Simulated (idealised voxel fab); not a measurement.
Module name: voxel transistor to metal (process module)
Xsec cut, 280 nm wide, square cell size 5 nm.
When this document writes out a cross-section, it uses a grid of square cells and lists it as bands, beginning at the top and moving down, with a band standing for one or more rows of cells.
Heads up on the band format: heights come first, top then bottom, in nm. After that it's the materials left to right, each with its width in nm. A single material flagged "full width" fills the whole band edge to edge, and "blank" means there's empty space there.
Height datum 0, below which the as-received substrate wafer is one material. Lowest band open at the bottom, running downward: "0 and below".
Width: "30 to 40" (first number = top row, second number = bottom row, same change from row to row of cells).
Step marked "nothing changed"? Then no cell in the cross-section changed in it.
Unvented internal voids: empty space of 8 cells or more with no open way to the top, each as width x height at its distance from the left edge, in nm
Whatever follows a step's settings on its line is a remark the simulator itself makes about that step.
overlay nm: mask right of planned place by this much (step with mask). Neg. = left.
Listed below are the process steps as planned
1. RECEIVE, material Si
2. CONFORMAL_DEP, material SiO2, thk nm 5
3. CONFORMAL_DEP, material SiN, thk nm 15
4. DIRECTIONAL_DEP, material aC, thk nm 10
5. PATTERN, tone cover, mask id ACTIVE, material resist, width nm 110, pitch nm 130, thk nm 25, overlay nm 0
6. DIRECTIONAL_ETCH, etch materials aC, depth nm 10
7. STRIP, etch materials resist
8. DIRECTIONAL_ETCH, etch materials SiN, depth nm 15
9. DIRECTIONAL_ETCH, etch materials SiO2, depth nm 5
10. DIRECTIONAL_ETCH, etch materials Si, depth nm 20
11. STRIP, etch materials aC
12. FILL_DEP, material SiO2, thk nm 10
13. CMP, height nm 20
14. SELECTIVE_ETCH, etch materials SiO2, depth nm 15
15. STRIP, etch materials SiN
16. SELECTIVE_ETCH, etch materials SiO2, depth nm 5
17. OXIDIZE, depth nm 5
18. DIRECTIONAL_DEP, material polySi, thk nm 25
19. DIRECTIONAL_DEP, material SiCN, thk nm 10
20. MASKED_ETCH, tone cover, mask id GATE, width nm 20, pitch nm 130, etch materials SiCN, depth nm 20, overlay nm 0
21. MASKED_ETCH, tone cover, mask id GATE, width nm 20, pitch nm 130, etch materials polySi, depth nm 35, overlay nm 0
22. CONFORMAL_DEP, material SiN, thk nm 5
23. DIRECTIONAL_ETCH, etch materials SiN, depth nm 5
24. DIRECTIONAL_ETCH, etch materials SiO2, depth nm 5
25. DIRECTIONAL_ETCH, etch materials Si, depth nm 10
26. EPI, material SiGe, thk nm 10
27. FILL_DEP, material SiO2, thk nm 10
28. CMP, height nm 35
29. DIRECTIONAL_DEP, material SiO2, thk nm 10
30. MASKED_ETCH, tone open, mask id CONTACT, width nm 20, etch materials SiO2, depth nm 50, overlay nm 0
31. CONFORMAL_DEP, material TiN, thk nm 5
32. FILL_DEP, material Ru, thk nm 10
33. CMP, height nm 45
34. CONFORMAL_DEP, material SiCN, thk nm 5
35. DIRECTIONAL_DEP, material SiO2, thk nm 20
36. MASKED_ETCH, tone open, mask id METAL_1, width nm 20, etch materials SiO2, depth nm 20, overlay nm 0
37. MASKED_ETCH, tone open, mask id METAL_1, width nm 20, etch materials SiCN, depth nm 5, overlay nm 0
38. CONFORMAL_DEP, material TiN, thk nm 5
39. FILL_DEP, material W, thk nm 5
40. CMP, height nm 70
41. EPI, material Ru, thk nm 5
42. FILL_DEP, material SiCN, thk nm 5
43. DIRECTIONAL_DEP, material lowk, thk nm 25
44. PATTERN, tone open, mask id METAL_2, material resist, width nm 20, pitch nm 130, thk nm 15, overlay nm 0
45. DIRECTIONAL_ETCH, etch materials lowk, depth nm 15
46. STRIP, etch materials resist
47. PATTERN, tone open, mask id METAL_2_HOLES, material resist, width nm 15, pitch nm 130, thk nm 15, overlay nm 0
48. DIRECTIONAL_ETCH, etch materials lowk, depth nm 10
49. DIRECTIONAL_ETCH, etch materials SiCN, depth nm 5
50. STRIP, etch materials resist
51. CONFORMAL_DEP, material TiN, thk nm 5
52. FILL_DEP, material Cu, thk nm 5
53. CMP, height nm 105
54. CONFORMAL_DEP, material SiCN, thk nm 5
On the first of the two wafers: run conducted according to plan
The cross-section here shows the wafer as received, i.e. in its state after step 1
* 0 and below | Si full width
* Unvented internal voids: none
Step 2 done - wafer cross-section
* 5 down to 0 | SiO2 full width
* below 0: unchanged
Step 3 done - wafer cross-section
* 20 down to 5 | SiN full width
* below 5: unchanged
Step 4 done - wafer cross-section
* 30 down to 20 | aC full width
* below 20: unchanged
Step 5 done - wafer cross-section
* 55 down to 30 | 20 blank, 110 resist, 20 blank, 110 resist, 20 blank
* below 30: unchanged
Step 6 done - wafer cross-section
* 45 down to 30 | 20 blank, 110 resist, 20 blank, 110 resist, 20 blank
* 30 down to 20 | 20 blank, 110 aC, 20 blank, 110 aC, 20 blank
* below 20: unchanged
Step 7 done - wafer cross-section
* 30 down to 20 | 20 blank, 110 aC, 20 blank, 110 aC, 20 blank
* below 20: unchanged
Step 8 done - wafer cross-section
* 30 down to 20 | 20 blank, 110 aC, 20 blank, 110 aC, 20 blank
* 20 down to 5 | 20 blank, 110 SiN, 20 blank, 110 SiN, 20 blank
* below 5: unchanged
Step 9 done - wafer cross-section
* 30 down to 20 | 20 blank, 110 aC, 20 blank, 110 aC, 20 blank
* 20 down to 5 | 20 blank, 110 SiN, 20 blank, 110 SiN, 20 blank
* 5 down to 0 | 20 blank, 110 SiO2, 20 blank, 110 SiO2, 20 blank
* below 0: unchanged
Step 10 done - wafer cross-section
* 30 down to 20 | 20 blank, 110 aC, 20 blank, 110 aC, 20 blank
* 20 down to 5 | 20 blank, 110 SiN, 20 blank, 110 SiN, 20 blank
* 5 down to 0 | 20 blank, 110 SiO2, 20 blank, 110 SiO2, 20 blank
* 0 down to -20 | 20 blank, 110 Si, 20 blank, 110 Si, 20 blank
* below -20: unchanged
Step 11 done - wafer cross-section
* 20 down to 5 | 20 blank, 110 SiN, 20 blank, 110 SiN, 20 blank
* below 5: unchanged
Step 12 done - wafer cross-section
* 30 down to 20 | SiO2 full width
* 20 down to 5 | 20 SiO2, 110 SiN, 20 SiO2, 110 SiN, 20 SiO2
* 5 down to 0 | SiO2 full width
* 0 down to -20 | 20 SiO2, 110 Si, 20 SiO2, 110 Si, 20 SiO2
* below -20: unchanged
Step 13 done - wafer cross-section
* 20 down to 5 | 20 SiO2, 110 SiN, 20 SiO2, 110 SiN, 20 SiO2
* below 5: unchanged
Step 14 done - wafer cross-section
* 20 down to 5 | 20 blank, 110 SiN, 20 blank, 110 SiN, 20 blank
* below 5: unchanged
Step 15 done - wafer cross-section
* 5 down to 0 | SiO2 full width
* below 0: unchanged
Step 16 done - wafer cross-section
* 0 down to -20 | 20 SiO2, 110 Si, 20 SiO2, 110 Si, 20 SiO2
* below -20: unchanged
Step 17 done - wafer cross-section
* 0 down to -5 | SiO2 full width
* below -5: unchanged
Step 18 done - wafer cross-section
* 25 down to 0 | polySi full width
* below 0: unchanged
Step 19 done - wafer cross-section
* 35 down to 25 | SiCN full width
* below 25: unchanged
Step 20 done - wafer cross-section
* 35 down to 25 | 65 blank, 20 SiCN, 110 blank, 20 SiCN, 65 blank
* below 25: unchanged
Step 21 done - wafer cross-section
* 35 down to 25 | 65 blank, 20 SiCN, 110 blank, 20 SiCN, 65 blank
* 25 down to 0 | 65 blank, 20 polySi, 110 blank, 20 polySi, 65 blank
* below 0: unchanged
Step 22 done - wafer cross-section
* 40 down to 35 | 60 blank, 30 SiN, 100 blank, 30 SiN, 60 blank
* 35 down to 25 | 60 blank, 5 SiN, 20 SiCN, 5 SiN, 100 blank, 5 SiN, 20 SiCN, 5 SiN, 60 blank
* 25 down to 5 | 60 blank, 5 SiN, 20 polySi, 5 SiN, 100 blank, 5 SiN, 20 polySi, 5 SiN, 60 blank
* 5 down to 0 | 65 SiN, 20 polySi, 110 SiN, 20 polySi, 65 SiN
* below 0: unchanged
Step 23 done - wafer cross-section
* 35 down to 25 | 60 blank, 5 SiN, 20 SiCN, 5 SiN, 100 blank, 5 SiN, 20 SiCN, 5 SiN, 60 blank
* 25 down to 0 | 60 blank, 5 SiN, 20 polySi, 5 SiN, 100 blank, 5 SiN, 20 polySi, 5 SiN, 60 blank
* below 0: unchanged
Step 24 done - wafer cross-section
* 35 down to 25 | 60 blank, 5 SiN, 20 SiCN, 5 SiN, 100 blank, 5 SiN, 20 SiCN, 5 SiN, 60 blank
* 25 down to 0 | 60 blank, 5 SiN, 20 polySi, 5 SiN, 100 blank, 5 SiN, 20 polySi, 5 SiN, 60 blank
* 0 down to -5 | 60 blank, 30 SiO2, 100 blank, 30 SiO2, 60 blank
* below -5: unchanged
Step 25 done - wafer cross-section
* 35 down to 25 | 60 blank, 5 SiN, 20 SiCN, 5 SiN, 100 blank, 5 SiN, 20 SiCN, 5 SiN, 60 blank
* 25 down to 0 | 60 blank, 5 SiN, 20 polySi, 5 SiN, 100 blank, 5 SiN, 20 polySi, 5 SiN, 60 blank
* 0 down to -5 | 60 blank, 30 SiO2, 100 blank, 30 SiO2, 60 blank
* -5 down to -15 | 20 SiO2, 40 blank, 30 Si, 40 blank, 20 SiO2, 40 blank, 30 Si, 40 blank, 20 SiO2
* below -15: unchanged
Step 26 done - wafer cross-section
* 35 down to 25 | 60 blank, 5 SiN, 20 SiCN, 5 SiN, 100 blank, 5 SiN, 20 SiCN, 5 SiN, 60 blank
* 25 down to 5 | 60 blank, 5 SiN, 20 polySi, 5 SiN, 100 blank, 5 SiN, 20 polySi, 5 SiN, 60 blank
* 5 down to 0 | 50 blank, 10 SiGe, 5 SiN, 20 polySi, 5 SiN, 10 SiGe, 80 blank, 10 SiGe, 5 SiN, 20 polySi, 5 SiN, 10 SiGe, 50 blank
* 0 down to -5 | 50 blank, 10 SiGe, 30 SiO2, 10 SiGe, 80 blank, 10 SiGe, 30 SiO2, 10 SiGe, 50 blank
* -5 down to -15 | 20 SiO2, 40 SiGe, 30 Si, 40 SiGe, 20 SiO2, 40 SiGe, 30 Si, 40 SiGe, 20 SiO2
* below -15: unchanged
Step 27 done - wafer cross-section
* 45 down to 35 | SiO2 full width
* 35 down to 25 | 60 SiO2, 5 SiN, 20 SiCN, 5 SiN, 100 SiO2, 5 SiN, 20 SiCN, 5 SiN, 60 SiO2
* 25 down to 5 | 60 SiO2, 5 SiN, 20 polySi, 5 SiN, 100 SiO2, 5 SiN, 20 polySi, 5 SiN, 60 SiO2
* 5 down to 0 | 50 SiO2, 10 SiGe, 5 SiN, 20 polySi, 5 SiN, 10 SiGe, 80 SiO2, 10 SiGe, 5 SiN, 20 polySi, 5 SiN, 10 SiGe, 50 SiO2
* 0 down to -5 | 50 SiO2, 10 SiGe, 30 SiO2, 10 SiGe, 80 SiO2, 10 SiGe, 30 SiO2, 10 SiGe, 50 SiO2
* below -5: unchanged
Step 28 done - wafer cross-section
* 35 down to 25 | 60 SiO2, 5 SiN, 20 SiCN, 5 SiN, 100 SiO2, 5 SiN, 20 SiCN, 5 SiN, 60 SiO2
* below 25: unchanged
Step 29 done - wafer cross-section
* 45 down to 35 | SiO2 full width
* below 35: unchanged
Step 30 done - wafer cross-section
* 45 down to 35 | 25 SiO2, 20 blank, 60 SiO2, 20 blank, 30 SiO2, 20 blank, 60 SiO2, 20 blank, 25 SiO2
* 35 down to 25 | 25 SiO2, 20 blank, 15 SiO2, 5 SiN, 20 SiCN, 5 SiN, 15 SiO2, 20 blank, 30 SiO2, 20 blank, 15 SiO2, 5 SiN, 20 SiCN, 5 SiN, 15 SiO2, 20 blank, 25 SiO2
* 25 down to 5 | 25 SiO2, 20 blank, 15 SiO2, 5 SiN, 20 polySi, 5 SiN, 15 SiO2, 20 blank, 30 SiO2, 20 blank, 15 SiO2, 5 SiN, 20 polySi, 5 SiN, 15 SiO2, 20 blank, 25 SiO2
* 5 down to 0 | 25 SiO2, 20 blank, 5 SiO2, 10 SiGe, 5 SiN, 20 polySi, 5 SiN, 10 SiGe, 5 SiO2, 20 blank, 30 SiO2, 20 blank, 5 SiO2, 10 SiGe, 5 SiN, 20 polySi, 5 SiN, 10 SiGe, 5 SiO2, 20 blank, 25 SiO2
* 0 down to -5 | 25 SiO2, 20 blank, 5 SiO2, 10 SiGe, 30 SiO2, 10 SiGe, 5 SiO2, 20 blank, 30 SiO2, 20 blank, 5 SiO2, 10 SiGe, 30 SiO2, 10 SiGe, 5 SiO2, 20 blank, 25 SiO2
* below -5: unchanged
Step 31 done - wafer cross-section
* 50 down to 45 | 30 TiN, 10 blank, 70 TiN, 10 blank, 40 TiN, 10 blank, 70 TiN, 10 blank, 30 TiN
* 45 down to 35 | 25 SiO2, 5 TiN, 10 blank, 5 TiN, 60 SiO2, 5 TiN, 10 blank, 5 TiN, 30 SiO2, 5 TiN, 10 blank, 5 TiN, 60 SiO2, 5 TiN, 10 blank, 5 TiN, 25 SiO2
* 35 down to 25 | 25 SiO2, 5 TiN, 10 blank, 5 TiN, 15 SiO2, 5 SiN, 20 SiCN, 5 SiN, 15 SiO2, 5 TiN, 10 blank, 5 TiN, 30 SiO2, 5 TiN, 10 blank, 5 TiN, 15 SiO2, 5 SiN, 20 SiCN, 5 SiN, 15 SiO2, 5 TiN, 10 blank, 5 TiN, 25 SiO2
* 25 down to 5 | 25 SiO2, 5 TiN, 10 blank, 5 TiN, 15 SiO2, 5 SiN, 20 polySi, 5 SiN, 15 SiO2, 5 TiN, 10 blank, 5 TiN, 30 SiO2, 5 TiN, 10 blank, 5 TiN, 15 SiO2, 5 SiN, 20 polySi, 5 SiN, 15 SiO2, 5 TiN, 10 blank, 5 TiN, 25 SiO2
* 5 down to 0 | 25 SiO2, 5 TiN, 10 blank, 5 TiN, 5 SiO2, 10 SiGe, 5 SiN, 20 polySi, 5 SiN, 10 SiGe, 5 SiO2, 5 TiN, 10 blank, 5 TiN, 30 SiO2, 5 TiN, 10 blank, 5 TiN, 5 SiO2, 10 SiGe, 5 SiN, 20 polySi, 5 SiN, 10 SiGe, 5 SiO2, 5 TiN, 10 blank, 5 TiN, 25 SiO2
* 0 down to -5 | 25 SiO2, 20 TiN, 5 SiO2, 10 SiGe, 30 SiO2, 10 SiGe, 5 SiO2, 20 TiN, 30 SiO2, 20 TiN, 5 SiO2, 10 SiGe, 30 SiO2, 10 SiGe, 5 SiO2, 20 TiN, 25 SiO2
* below -5: unchanged
Step 32 done - wafer cross-section
* 60 down to 50 | Ru full width
* 50 down to 45 | 30 TiN, 10 Ru, 70 TiN, 10 Ru, 40 TiN, 10 Ru, 70 TiN, 10 Ru, 30 TiN
* 45 down to 35 | 25 SiO2, 5 TiN, 10 Ru, 5 TiN, 60 SiO2, 5 TiN, 10 Ru, 5 TiN, 30 SiO2, 5 TiN, 10 Ru, 5 TiN, 60 SiO2, 5 TiN, 10 Ru, 5 TiN, 25 SiO2
* 35 down to 25 | 25 SiO2, 5 TiN, 10 Ru, 5 TiN, 15 SiO2, 5 SiN, 20 SiCN, 5 SiN, 15 SiO2, 5 TiN, 10 Ru, 5 TiN, 30 SiO2, 5 TiN, 10 Ru, 5 TiN, 15 SiO2, 5 SiN, 20 SiCN, 5 SiN, 15 SiO2, 5 TiN, 10 Ru, 5 TiN, 25 SiO2
* 25 down to 5 | 25 SiO2, 5 TiN, 10 Ru, 5 TiN, 15 SiO2, 5 SiN, 20 polySi, 5 SiN, 15 SiO2, 5 TiN, 10 Ru, 5 TiN, 30 SiO2, 5 TiN, 10 Ru, 5 TiN, 15 SiO2, 5 SiN, 20 polySi, 5 SiN, 15 SiO2, 5 TiN, 10 Ru, 5 TiN, 25 SiO2
* 5 down to 0 | 25 SiO2, 5 TiN, 10 Ru, 5 TiN, 5 SiO2, 10 SiGe, 5 SiN, 20 polySi, 5 SiN, 10 SiGe, 5 SiO2, 5 TiN, 10 Ru, 5 TiN, 30 SiO2, 5 TiN, 10 Ru, 5 TiN, 5 SiO2, 10 SiGe, 5 SiN, 20 polySi, 5 SiN, 10 SiGe, 5 SiO2, 5 TiN, 10 Ru, 5 TiN, 25 SiO2
* below 0: unchanged
Step 33 done - wafer cross-section
* 45 down to 35 | 25 SiO2, 5 TiN, 10 Ru, 5 TiN, 60 SiO2, 5 TiN, 10 Ru, 5 TiN, 30 SiO2, 5 TiN, 10 Ru, 5 TiN, 60 SiO2, 5 TiN, 10 Ru, 5 TiN, 25 SiO2
* below 35: unchanged
Step 34 done - wafer cross-section
* 50 down to 45 | SiCN full width
* below 45: unchanged
Step 35 done - wafer cross-section
* 70 down to 50 | SiO2 full width
* below 50: unchanged
Step 36 done - wafer cross-section
* 70 down to 50 | 25 SiO2, 20 blank, 60 SiO2, 20 blank, 30 SiO2, 20 blank, 60 SiO2, 20 blank, 25 SiO2
* below 50: unchanged
Step 37 done - wafer cross-section
* 70 down to 50 | 25 SiO2, 20 blank, 60 SiO2, 20 blank, 30 SiO2, 20 blank, 60 SiO2, 20 blank, 25 SiO2
* 50 down to 45 | 25 SiCN, 20 blank, 60 SiCN, 20 blank, 30 SiCN, 20 blank, 60 SiCN, 20 blank, 25 SiCN
* below 45: unchanged
Step 38 done - wafer cross-section
* 75 down to 70 | 30 TiN, 10 blank, 70 TiN, 10 blank, 40 TiN, 10 blank, 70 TiN, 10 blank, 30 TiN
* 70 down to 50 | 25 SiO2, 5 TiN, 10 blank, 5 TiN, 60 SiO2, 5 TiN, 10 blank, 5 TiN, 30 SiO2, 5 TiN, 10 blank, 5 TiN, 60 SiO2, 5 TiN, 10 blank, 5 TiN, 25 SiO2
* 50 down to 45 | 25 SiCN, 20 TiN, 60 SiCN, 20 TiN, 30 SiCN, 20 TiN, 60 SiCN, 20 TiN, 25 SiCN
* below 45: unchanged
Step 39 done - wafer cross-section
* 80 down to 75 | W full width
* 75 down to 70 | 30 TiN, 10 W, 70 TiN, 10 W, 40 TiN, 10 W, 70 TiN, 10 W, 30 TiN
* 70 down to 50 | 25 SiO2, 5 TiN, 10 W, 5 TiN, 60 SiO2, 5 TiN, 10 W, 5 TiN, 30 SiO2, 5 TiN, 10 W, 5 TiN, 60 SiO2, 5 TiN, 10 W, 5 TiN, 25 SiO2
* below 50: unchanged
Step 40 done - wafer cross-section
* 70 down to 50 | 25 SiO2, 5 TiN, 10 W, 5 TiN, 60 SiO2, 5 TiN, 10 W, 5 TiN, 30 SiO2, 5 TiN, 10 W, 5 TiN, 60 SiO2, 5 TiN, 10 W, 5 TiN, 25 SiO2
* below 50: unchanged
Step 41 done - wafer cross-section
* 75 down to 70 | 20 blank, 30 Ru, 50 blank, 30 Ru, 20 blank, 30 Ru, 50 blank, 30 Ru, 20 blank
* below 70: unchanged
Step 42 done - wafer cross-section
* 80 down to 75 | SiCN full width
* 75 down to 70 | 20 SiCN, 30 Ru, 50 SiCN, 30 Ru, 20 SiCN, 30 Ru, 50 SiCN, 30 Ru, 20 SiCN
* below 70: unchanged
Step 43 done - wafer cross-section
* 105 down to 80 | lowk full width
* below 80: unchanged
Step 44 done - wafer cross-section
* 120 down to 105 | 25 resist, 20 blank, 110 resist, 20 blank, 105 resist
* below 105: unchanged
Step 45 done - wafer cross-section
* 120 down to 105 | 25 resist, 20 blank, 110 resist, 20 blank, 105 resist
* 105 down to 90 | 25 lowk, 20 blank, 110 lowk, 20 blank, 105 lowk
* below 90: unchanged
Step 46 done - wafer cross-section
* 105 down to 90 | 25 lowk, 20 blank, 110 lowk, 20 blank, 105 lowk
* below 90: unchanged
Step 47 done - wafer cross-section
* 120 down to 105 | 25 resist, 15 blank, 115 resist, 15 blank, 110 resist
* 105 down to 90 | 25 lowk, 15 blank, 5 resist, 110 lowk, 15 blank, 5 resist, 105 lowk
* below 90: unchanged
Step 48 done - wafer cross-section
* 120 down to 105 | 25 resist, 15 blank, 115 resist, 15 blank, 110 resist
* 105 down to 90 | 25 lowk, 15 blank, 5 resist, 110 lowk, 15 blank, 5 resist, 105 lowk
* 90 down to 80 | 25 lowk, 15 blank, 115 lowk, 15 blank, 110 lowk
* below 80: unchanged
Step 49 done - wafer cross-section
* 120 down to 105 | 25 resist, 15 blank, 115 resist, 15 blank, 110 resist
* 105 down to 90 | 25 lowk, 15 blank, 5 resist, 110 lowk, 15 blank, 5 resist, 105 lowk
* 90 down to 80 | 25 lowk, 15 blank, 115 lowk, 15 blank, 110 lowk
* 80 down to 75 | 25 SiCN, 15 blank, 115 SiCN, 15 blank, 110 SiCN
* below 75: unchanged
Step 50 done - wafer cross-section
* 105 down to 90 | 25 lowk, 20 blank, 110 lowk, 20 blank, 105 lowk
* below 90: unchanged
Step 51 done - wafer cross-section
* 110 down to 105 | 30 TiN, 10 blank, 120 TiN, 10 blank, 110 TiN
* 105 down to 95 | 25 lowk, 5 TiN, 10 blank, 5 TiN, 110 lowk, 5 TiN, 10 blank, 5 TiN, 105 lowk
* 95 down to 90 | 25 lowk, 5 TiN, 5 blank, 10 TiN, 110 lowk, 5 TiN, 5 blank, 10 TiN, 105 lowk
* 90 down to 80 | 25 lowk, 5 TiN, 5 blank, 5 TiN, 115 lowk, 5 TiN, 5 blank, 5 TiN, 110 lowk
* 80 down to 75 | 25 SiCN, 15 TiN, 115 SiCN, 15 TiN, 110 SiCN
* below 75: unchanged
Step 52 done - wafer cross-section
* 115 down to 110 | Cu full width
* 110 down to 105 | 30 TiN, 10 Cu, 120 TiN, 10 Cu, 110 TiN
* 105 down to 95 | 25 lowk, 5 TiN, 10 Cu, 5 TiN, 110 lowk, 5 TiN, 10 Cu, 5 TiN, 105 lowk
* 95 down to 90 | 25 lowk, 5 TiN, 5 Cu, 10 TiN, 110 lowk, 5 TiN, 5 Cu, 10 TiN, 105 lowk
* 90 down to 80 | 25 lowk, 5 TiN, 5 Cu, 5 TiN, 115 lowk, 5 TiN, 5 Cu, 5 TiN, 110 lowk
* below 80: unchanged
Step 53 done - wafer cross-section
* 105 down to 95 | 25 lowk, 5 TiN, 10 Cu, 5 TiN, 110 lowk, 5 TiN, 10 Cu, 5 TiN, 105 lowk
* below 95: unchanged
Step 54 done - wafer cross-section
* 110 down to 105 | SiCN full width
* below 105: unchanged
Notes, second wafer: start = first wafer's, plan = first wafer's, execution had one mistake; history identical to first through step 33
Cross-sectional representation of the second wafer at the time designated in the plan for the completion of step 34
* 65 down to 45 | SiO2 full width
* below 45: unchanged
Cross-sectional representation of the second wafer at the time designated in the plan for the completion of step 35
* 70 down to 65 | SiCN full width
* below 65: unchanged
Cross-sectional representation of the second wafer at the time designated in the plan for the completion of step 36: nothing changed
Cross-sectional representation of the second wafer at the time designated in the plan for the completion of step 37
* 70 down to 65 | 25 SiCN, 20 blank, 60 SiCN, 20 blank, 30 SiCN, 20 blank, 60 SiCN, 20 blank, 25 SiCN
* below 65: unchanged
Cross-sectional representation of the second wafer at the time designated in the plan for the completion of step 38
* 75 down to 70 | 30 TiN, 10 blank, 70 TiN, 10 blank, 40 TiN, 10 blank, 70 TiN, 10 blank, 30 TiN
* 70 down to 65 | 25 SiCN, 20 TiN, 60 SiCN, 20 TiN, 30 SiCN, 20 TiN, 60 SiCN, 20 TiN, 25 SiCN
* below 65: unchanged
Cross-sectional representation of the second wafer at the time designated in the plan for the completion of step 39
* 80 down to 75 | W full width
* 75 down to 70 | 30 TiN, 10 W, 70 TiN, 10 W, 40 TiN, 10 W, 70 TiN, 10 W, 30 TiN
* below 70: unchanged
Cross-sectional representation of the second wafer at the time designated in the plan for the completion of step 40
* 70 down to 65 | 25 SiCN, 20 TiN, 60 SiCN, 20 TiN, 30 SiCN, 20 TiN, 60 SiCN, 20 TiN, 25 SiCN
* below 65: unchanged
Cross-sectional representation of the second wafer at the time designated in the plan for the completion of step 41
* 75 down to 70 | 20 blank, 30 Ru, 50 blank, 30 Ru, 20 blank, 30 Ru, 50 blank, 30 Ru, 20 blank
* below 70: unchanged
Cross-sectional representation of the second wafer at the time designated in the plan for the completion of step 42
* 80 down to 75 | SiCN full width
* 75 down to 70 | 20 SiCN, 30 Ru, 50 SiCN, 30 Ru, 20 SiCN, 30 Ru, 50 SiCN, 30 Ru, 20 SiCN
* below 70: unchanged
Cross-sectional representation of the second wafer at the time designated in the plan for the completion of step 43
* 105 down to 80 | lowk full width
* below 80: unchanged
Cross-sectional representation of the second wafer at the time designated in the plan for the completion of step 44
* 120 down to 105 | 25 resist, 20 blank, 110 resist, 20 blank, 105 resist
* below 105: unchanged
Cross-sectional representation of the second wafer at the time designated in the plan for the completion of step 45
* 120 down to 105 | 25 resist, 20 blank, 110 resist, 20 blank, 105 resist
* 105 down to 90 | 25 lowk, 20 blank, 110 lowk, 20 blank, 105 lowk
* below 90: unchanged
Cross-sectional representation of the second wafer at the time designated in the plan for the completion of step 46
* 105 down to 90 | 25 lowk, 20 blank, 110 lowk, 20 blank, 105 lowk
* below 90: unchanged
Cross-sectional representation of the second wafer at the time designated in the plan for the completion of step 47
* 120 down to 105 | 25 resist, 15 blank, 115 resist, 15 blank, 110 resist
* 105 down to 90 | 25 lowk, 15 blank, 5 resist, 110 lowk, 15 blank, 5 resist, 105 lowk
* below 90: unchanged
Cross-sectional representation of the second wafer at the time designated in the plan for the completion of step 48
* 120 down to 105 | 25 resist, 15 blank, 115 resist, 15 blank, 110 resist
* 105 down to 90 | 25 lowk, 15 blank, 5 resist, 110 lowk, 15 blank, 5 resist, 105 lowk
* 90 down to 80 | 25 lowk, 15 blank, 115 lowk, 15 blank, 110 lowk
* below 80: unchanged
Cross-sectional representation of the second wafer at the time designated in the plan for the completion of step 49
* 120 down to 105 | 25 resist, 15 blank, 115 resist, 15 blank, 110 resist
* 105 down to 90 | 25 lowk, 15 blank, 5 resist, 110 lowk, 15 blank, 5 resist, 105 lowk
* 90 down to 80 | 25 lowk, 15 blank, 115 lowk, 15 blank, 110 lowk
* 80 down to 75 | 25 SiCN, 15 blank, 115 SiCN, 15 blank, 110 SiCN
* below 75: unchanged
Cross-sectional representation of the second wafer at the time designated in the plan for the completion of step 50
* 105 down to 90 | 25 lowk, 20 blank, 110 lowk, 20 blank, 105 lowk
* below 90: unchanged
Cross-sectional representation of the second wafer at the time designated in the plan for the completion of step 51
* 110 down to 105 | 30 TiN, 10 blank, 120 TiN, 10 blank, 110 TiN
* 105 down to 95 | 25 lowk, 5 TiN, 10 blank, 5 TiN, 110 lowk, 5 TiN, 10 blank, 5 TiN, 105 lowk
* 95 down to 90 | 25 lowk, 5 TiN, 5 blank, 10 TiN, 110 lowk, 5 TiN, 5 blank, 10 TiN, 105 lowk
* 90 down to 80 | 25 lowk, 5 TiN, 5 blank, 5 TiN, 115 lowk, 5 TiN, 5 blank, 5 TiN, 110 lowk
* 80 down to 75 | 25 SiCN, 15 TiN, 115 SiCN, 15 TiN, 110 SiCN
* below 75: unchanged
Cross-sectional representation of the second wafer at the time designated in the plan for the completion of step 52
* 115 down to 110 | Cu full width
* 110 down to 105 | 30 TiN, 10 Cu, 120 TiN, 10 Cu, 110 TiN
* 105 down to 95 | 25 lowk, 5 TiN, 10 Cu, 5 TiN, 110 lowk, 5 TiN, 10 Cu, 5 TiN, 105 lowk
* 95 down to 90 | 25 lowk, 5 TiN, 5 Cu, 10 TiN, 110 lowk, 5 TiN, 5 Cu, 10 TiN, 105 lowk
* 90 down to 80 | 25 lowk, 5 TiN, 5 Cu, 5 TiN, 115 lowk, 5 TiN, 5 Cu, 5 TiN, 110 lowk
* below 80: unchanged
Cross-sectional representation of the second wafer at the time designated in the plan for the completion of step 53
* 105 down to 95 | 25 lowk, 5 TiN, 10 Cu, 5 TiN, 110 lowk, 5 TiN, 10 Cu, 5 TiN, 105 lowk
* below 95: unchanged
Cross-sectional representation of the second wafer at the time designated in the plan for the completion of step 54
* 110 down to 105 | SiCN full width
* below 105: unchanged
Here's what went sideways: contrary to the plan, steps 34 and 35 were processed in exchanged order
End check, counted in cells, second wafer has more or fewer of these materials than the first: 64 more of SiO2; 32 fewer of TiN; 32 fewer of W
